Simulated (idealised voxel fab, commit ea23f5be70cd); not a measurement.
Process module, titled voxel tone inversion
Cross-sectional view cut (width: 295 nm; square cell size: 5 nm).
A cross-section is written here as square cells arranged in a grid, and it is given in bands from the top down, each band taking up one or more rows of cells. Band: top height; bottom height; in nm. Then, left to right: material with width in nm, for each material. "everywhere": a single material spanning edge to edge. "blank": empty space. Ref level 0: as-received wafer is one material below here. Bottom band extends down with no lower bound ("0 nm and below"). The expression "30 to 40" gives the width at the extremes of the band, the first number at its top row of cells and the second at its bottom row, with the width changing by equal amounts from each row to the next in between. You'll sometimes find "no modifications" written for a step, and that's the way of saying that nowhere in the cross-section did a cell change during that step. The entry "Unvented internal voids" lists the empty spaces that cover at least 8 cells and have no open path to the top. Each is written as width x height at distance, where the distance is measured from the left edge and all three values are in nm. Formally, on a step line, whatever follows the settings is a remark that the simulator itself makes on the step. overlay nm: how far to the right of its planned place the mask lay on this masked step (negative: to the left).

This section lists the process steps that were planned
1. RECEIVE, material Si
2. CONFORMAL_DEP, material SiN, thk nm 10
3. DIRECTIONAL_DEP, material polySi, thk nm 15
4. PATTERN, tone cover, mask id POSTS, material resist, width nm 15, pitch nm 40, thk nm 25, overlay nm 0
5. DIRECTIONAL_ETCH, etch materials polySi, depth nm 15
6. STRIP, etch materials resist
7. FILL_DEP, material lowk, thk nm 5
8. CMP, height nm 25
9. STRIP, etch materials polySi
10. CONFORMAL_DEP, material TiN, thk nm 5
11. FILL_DEP, material Ru, thk nm 5
12. CMP, height nm 25
13. CONFORMAL_DEP, material SiN, thk nm 5

Here's what the wafer looked like in cross-section when it arrived - that's after step 1
    0 nm and below  Si everywhere
    Unvented internal voids: none

Cross-sectional result after module completion. Note: starting condition and plan are unchanged from above; one processing mistake was made
    30 nm to 25 nm  SiN everywhere
    25 nm to 20 nm  Ru everywhere
    20 nm to 15 nm  TiN: 125; Ru: 5; TiN: 35; Ru: 5; TiN: 125
    15 nm to 10 nm  lowk: 120; TiN: 15; lowk: 25; TiN: 15; lowk: 120
    10 nm to 0 nm  SiN everywhere
    0 nm and below  Si everywhere
    Unvented internal voids: none
Plan not followed: step 8 off recipe, ran as CMP, height nm 15
